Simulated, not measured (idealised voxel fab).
Documented hereafter: the process module known as voxel trench capacitor.
This is section cut - it's 270 nm across, gridded in 5 nm square cells.
Heads up, the way a cross-section reads in here is a grid of square cells, handed over as bands from the top down, with every band being one or more rows of cells. The entry gives the band's vertical extent as a top height and a bottom height in nm, then its horizontal make-up as materials from left to right, each with a width in nm. "blank" stands for empty space; a single material marked "edge to edge" fills the band edge to edge. Beneath 0, the wafer as received is one material, and that level is where height counting begins. The lowest band goes on downward without a bottom; it is written like "0 down". It should be noted that a width expressed as "30..40" varies in equal increments from row to row of cells within the band, taking the value of the first number at the top row and that of the second number at the bottom row. Step marked "identical to before"? Then no cell in the cross-section changed in it. Empty spaces without an open route to the top, at least 8 cells in extent, make up the entry "Unvented voids"; each is given as width x height at distance, where the distance is measured from the left edge, and all are in nm. Step line, after settings: the simulator's comment on this step. The setting "overlay nm" may be written on the line of a step. When the step uses a mask, the value reports how far to the right of the planned place the mask lay, and a negative value reports that it lay to the left.
This section lists the process steps that were planned
- 1: RECEIVE [material Si]
- 2: CONFORMAL_DEP [material SiN] [thk nm 10]
- 3: MASKED_ETCH [tone open] [mask id TRENCH] [width nm 30] [pitch nm 60] [etch materials SiN] [depth nm 10] [overlay nm 0]
- 4: MASKED_ETCH [tone open] [mask id TRENCH] [width nm 30] [pitch nm 60] [etch materials Si] [depth nm 40] [overlay nm 0]
- 5: CONFORMAL_DEP [material Al2O3] [thk nm 5]
- 6: CONFORMAL_DEP [material TiN] [thk nm 5]
- 7: FILL_DEP [material W] [thk nm 5]
- 8: CMP [height nm 10]
Incoming wafer in cross-section (state: after step 1)
> 0 down | Si edge to edge
> Unvented voids: none
End-of-module cross-section of the first of two wafers, processed as planned
> 10 to 0 | SiN 60 nm, Al2O3 5 nm, TiN 5 nm, W 10 nm, TiN 5 nm, Al2O3 5 nm, SiN 30 nm, Al2O3 5 nm, TiN 5 nm, W 10 nm, TiN 5 nm, Al2O3 5 nm, SiN 30 nm, Al2O3 5 nm, TiN 5 nm, W 10 nm, TiN 5 nm, Al2O3 5 nm, SiN 60 nm
> 0 to -30 | Si 60 nm, Al2O3 5 nm, TiN 5 nm, W 10 nm, TiN 5 nm, Al2O3 5 nm, Si 30 nm, Al2O3 5 nm, TiN 5 nm, W 10 nm, TiN 5 nm, Al2O3 5 nm, Si 30 nm, Al2O3 5 nm, TiN 5 nm, W 10 nm, TiN 5 nm, Al2O3 5 nm, Si 60 nm
> -30 to -35 | Si 60 nm, Al2O3 5 nm, TiN 20 nm, Al2O3 5 nm, Si 30 nm, Al2O3 5 nm, TiN 20 nm, Al2O3 5 nm, Si 30 nm, Al2O3 5 nm, TiN 20 nm, Al2O3 5 nm, Si 60 nm
> -35 to -40 | Si 60 nm, Al2O3 30 nm, Si 30 nm, Al2O3 30 nm, Si 30 nm, Al2O3 30 nm, Si 60 nm
> -40 down | Si edge to edge
> Unvented voids: none
What the second wafer looks like in cross-section once the module is done. Its start and its plan matched the first wafer's exactly; what differed was one mistake in how it was run
> 20 to 15 | TiN 70 nm, W 10 nm, TiN 50 nm, W 10 nm, TiN 50 nm, W 10 nm, TiN 70 nm
> 15 to 10 | Al2O3 65 nm, TiN 5 nm, W 10 nm, TiN 5 nm, Al2O3 40 nm, TiN 5 nm, W 10 nm, TiN 5 nm, Al2O3 40 nm, TiN 5 nm, W 10 nm, TiN 5 nm, Al2O3 65 nm
> 10 to 0 | SiN 60 nm, Al2O3 5 nm, TiN 5 nm, W 10 nm, TiN 5 nm, Al2O3 5 nm, SiN 30 nm, Al2O3 5 nm, TiN 5 nm, W 10 nm, TiN 5 nm, Al2O3 5 nm, SiN 30 nm, Al2O3 5 nm, TiN 5 nm, W 10 nm, TiN 5 nm, Al2O3 5 nm, SiN 60 nm
> 0 to -30 | Si 60 nm, Al2O3 5 nm, TiN 5 nm, W 10 nm, TiN 5 nm, Al2O3 5 nm, Si 30 nm, Al2O3 5 nm, TiN 5 nm, W 10 nm, TiN 5 nm, Al2O3 5 nm, Si 30 nm, Al2O3 5 nm, TiN 5 nm, W 10 nm, TiN 5 nm, Al2O3 5 nm, Si 60 nm
> -30 to -35 | Si 60 nm, Al2O3 5 nm, TiN 20 nm, Al2O3 5 nm, Si 30 nm, Al2O3 5 nm, TiN 20 nm, Al2O3 5 nm, Si 30 nm, Al2O3 5 nm, TiN 20 nm, Al2O3 5 nm, Si 60 nm
> -35 to -40 | Si 60 nm, Al2O3 30 nm, Si 30 nm, Al2O3 30 nm, Si 30 nm, Al2O3 30 nm, Si 60 nm
> -40 down | Si edge to edge
> Unvented voids: none
The plan and the run diverged here: contrary to plan, step 8 was performed as CMP [height nm 20]
At the finish, the second wafer shows more or fewer cells for some materials than the first does: +42 Al2O3, +54 TiN, +12 W
